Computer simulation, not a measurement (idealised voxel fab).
Process module under the name voxel transistor to metal
cross-section cut | 140 nm wide | cells 5 nm
Just so we're on the same page, the cross-sections are grids of square cells, and they're listed out in bands top to bottom, each band one or more rows deep. Per band: top height and bottom height in nm, followed by the left-to-right materials and their widths in nm; "all across" marks a single material spanning edge to edge, "blank" marks empty space. Heights are reckoned from 0. Under this level, the received wafer is all of one material. The bottommost band is open-ended downward, for example "0..down". With a width like "30 to 40", each row of cells in the band differs from the next by the same amount, the top row carrying the first number and the bottom row the second. No cell of the cross-section changed in a step that is given as "no alteration". Under "Enclosed cavity list" you'll find the enclosed gaps, the ones with no way out to the top, that are 8 cells or bigger; each reads width x height at distance, with distance counted from the left edge, everything in nm. Post-settings text on a step line: simulator's own remark regarding the step. overlay nm: mask offset rightward from planned place, masked step; negative means leftward offset.

This section lists the process steps that were planned:
1) RECEIVE | material Si
2) OXIDIZE | depth nm 5
3) CONFORMAL_DEP | material SiN | thk nm 10
4) MASKED_ETCH | tone cover | mask id ACTIVE | width nm 105 | etch materials SiN | depth nm 10 | overlay nm 0
5) MASKED_ETCH | tone cover | mask id ACTIVE | width nm 105 | etch materials SiO2 | depth nm 5 | overlay nm 0
6) MASKED_ETCH | tone cover | mask id ACTIVE | width nm 105 | etch materials Si | depth nm 30 | overlay nm 0
7) OXIDIZE | depth nm 5
8) FILL_DEP | material SiO2 | thk nm 15
9) CMP | height nm 10
10) SELECTIVE_ETCH | etch materials SiO2 | depth nm 5
11) STRIP | etch materials SiN
12) SELECTIVE_ETCH | etch materials SiO2 | depth nm 5
13) OXIDIZE | depth nm 5
14) DIRECTIONAL_DEP | material polySi | thk nm 20
15) DIRECTIONAL_DEP | material SiCN | thk nm 15
16) DIRECTIONAL_DEP | material aC | thk nm 10
17) PATTERN | tone cover | mask id GATE | material resist | width nm 25 | thk nm 25 | overlay nm 0
18) DIRECTIONAL_ETCH | etch materials aC | depth nm 10
19) STRIP | etch materials resist
20) DIRECTIONAL_ETCH | etch materials SiCN | depth nm 25
21) DIRECTIONAL_ETCH | etch materials polySi | depth nm 30
22) STRIP | etch materials aC
23) CONFORMAL_DEP | material SiN | thk nm 5
24) DIRECTIONAL_ETCH | etch materials SiN | depth nm 5
25) DIRECTIONAL_ETCH | etch materials SiO2 | depth nm 5
26) DIRECTIONAL_ETCH | etch materials Si | depth nm 5
27) EPI | material pSi | thk nm 10
28) FILL_DEP | material SiO2 | thk nm 10
29) CMP | height nm 15
30) STRIP | etch materials polySi
31) SELECTIVE_ETCH | etch materials SiO2 | depth nm 5
32) CONFORMAL_DEP | material HfO2 | thk nm 5
33) CONFORMAL_DEP | material TiN | thk nm 5
34) FILL_DEP | material W | thk nm 5
35) CMP | height nm 10
36) DIRECTIONAL_DEP | material SiO2 | thk nm 10
37) PATTERN | tone open | mask id CONTACT | material resist | width nm 15 | pitch nm 80 | thk nm 15 | overlay nm 0
38) DIRECTIONAL_ETCH | etch materials SiO2 | depth nm 25
39) STRIP | etch materials resist
40) CONFORMAL_DEP | material TiN | thk nm 5
41) FILL_DEP | material Ru | thk nm 10
42) CMP | height nm 20
43) CONFORMAL_DEP | material SiCN | thk nm 5
44) DIRECTIONAL_DEP | material lowk | thk nm 20
45) DIRECTIONAL_DEP | material aC | thk nm 15
46) PATTERN | tone open | mask id METAL_1 | material resist | width nm 15 | pitch nm 80 | thk nm 30 | overlay nm 0
47) DIRECTIONAL_ETCH | etch materials aC | depth nm 15
48) STRIP | etch materials resist
49) DIRECTIONAL_ETCH | etch materials lowk | depth nm 20
50) DIRECTIONAL_ETCH | etch materials SiCN | depth nm 5
51) STRIP | etch materials aC
52) CONFORMAL_DEP | material TiN | thk nm 5
53) FILL_DEP | material Cu | thk nm 5
54) CMP | height nm 45
55) CONFORMAL_DEP | material SiCN | thk nm 5
56) DIRECTIONAL_DEP | material lowk | thk nm 35
57) PATTERN | tone open | mask id METAL_2 | material resist | width nm 15 | pitch nm 80 | thk nm 15 | overlay nm 0
58) DIRECTIONAL_ETCH | etch materials lowk | depth nm 20
59) STRIP | etch materials resist
60) MASKED_ETCH | tone open | mask id METAL_2_HOLES | width nm 15 | pitch nm 80 | etch materials lowk | depth nm 15 | overlay nm 0
61) MASKED_ETCH | tone open | mask id METAL_2_HOLES | width nm 15 | pitch nm 80 | etch materials SiCN | depth nm 5 | overlay nm 0
62) CONFORMAL_DEP | material TiN | thk nm 5
63) FILL_DEP | material Ru | thk nm 10
64) CMP | height nm 85
65) CONFORMAL_DEP | material SiCN | thk nm 5

Cross-section, incoming material, after step 1:
	0..down  Si all across
	Enclosed cavity list: none

First of two wafers at the end of the module, shown in cross-section; run carried out as planned:
	90..85  SiCN all across
	85..50  20 of lowk | 5 of TiN | 5 of Ru | 5 of TiN | 65 of lowk | 5 of TiN | 5 of Ru | 5 of TiN | 25 of lowk
	50..45  20 of SiCN | 15 of TiN | 65 of SiCN | 15 of TiN | 25 of SiCN
	45..25  20 of lowk | 5 of TiN | 5 of Cu | 5 of TiN | 65 of lowk | 5 of TiN | 5 of Cu | 5 of TiN | 25 of lowk
	25..20  20 of SiCN | 15 of TiN | 65 of SiCN | 15 of TiN | 25 of SiCN
	20..10  20 of SiO2 | 5 of TiN | 5 of Ru | 5 of TiN | 65 of SiO2 | 5 of TiN | 5 of Ru | 5 of TiN | 25 of SiO2
	10..0  20 of SiO2 | 5 of TiN | 5 of Ru | 5 of TiN | 15 of SiO2 | 5 of SiN | 5 of HfO2 | 5 of TiN | 5 of W | 5 of TiN | 5 of HfO2 | 5 of SiN | 15 of SiO2 | 5 of TiN | 5 of Ru | 5 of TiN | 25 of SiO2
	0..-5  10 of SiO2 | 5 of SiN | 5 of SiO2 | 15 of TiN | 5 of SiO2 | 10 of pSi | 5 of SiN | 5 of HfO2 | 15 of TiN | 5 of HfO2 | 5 of SiN | 10 of pSi | 5 of SiO2 | 15 of TiN | 5 of SiO2 | 5 of SiN | 15 of SiO2
	-5..-10  15 of SiO2 | 35 of pSi | 35 of HfO2 | 35 of pSi | 20 of SiO2
	-10..-15  20 of SiO2 | 30 of pSi | 35 of Si | 30 of pSi | 25 of SiO2
	-15..-40  20 of SiO2 | 95 of Si | 25 of SiO2
	-40..down  Si all across
	Enclosed cavity list: none

Presented here is a cross-section of the second of the two wafers as it stood at the end of the module. It was started in the same manner and assigned the same plan as the first wafer; however, one mistake was made in its execution:
	95..90  SiCN all across
	90..85  25 of TiN | 5 of Ru | 75 of TiN | 5 of Ru | 30 of TiN
	85..50  20 of lowk | 5 of TiN | 5 of Ru | 5 of TiN | 65 of lowk | 5 of TiN | 5 of Ru | 5 of TiN | 25 of lowk
	50..45  20 of SiCN | 15 of TiN | 65 of SiCN | 15 of TiN | 25 of SiCN
	45..25  20 of lowk | 5 of TiN | 5 of Cu | 5 of TiN | 65 of lowk | 5 of TiN | 5 of Cu | 5 of TiN | 25 of lowk
	25..20  20 of SiCN | 15 of TiN | 65 of SiCN | 15 of TiN | 25 of SiCN
	20..10  20 of SiO2 | 5 of TiN | 5 of Ru | 5 of TiN | 65 of SiO2 | 5 of TiN | 5 of Ru | 5 of TiN | 25 of SiO2
	10..0  20 of SiO2 | 5 of TiN | 5 of Ru | 5 of TiN | 15 of SiO2 | 5 of SiN | 5 of HfO2 | 5 of TiN | 5 of W | 5 of TiN | 5 of HfO2 | 5 of SiN | 15 of SiO2 | 5 of TiN | 5 of Ru | 5 of TiN | 25 of SiO2
	0..-5  10 of SiO2 | 5 of SiN | 5 of SiO2 | 15 of TiN | 5 of SiO2 | 10 of pSi | 5 of SiN | 5 of HfO2 | 15 of TiN | 5 of HfO2 | 5 of SiN | 10 of pSi | 5 of SiO2 | 15 of TiN | 5 of SiO2 | 5 of SiN | 15 of SiO2
	-5..-10  15 of SiO2 | 35 of pSi | 35 of HfO2 | 35 of pSi | 20 of SiO2
	-10..-15  20 of SiO2 | 30 of pSi | 35 of Si | 30 of pSi | 25 of SiO2
	-15..-40  20 of SiO2 | 95 of Si | 25 of SiO2
	-40..down  Si all across
	Enclosed cavity list: none
What broke from the plan during processing? contrary to plan, step 64 was performed as CMP | height nm 90
Counted in cells at the end, the second wafer holds more or fewer of these materials than the first: Ru: 2 more; TiN: 26 more
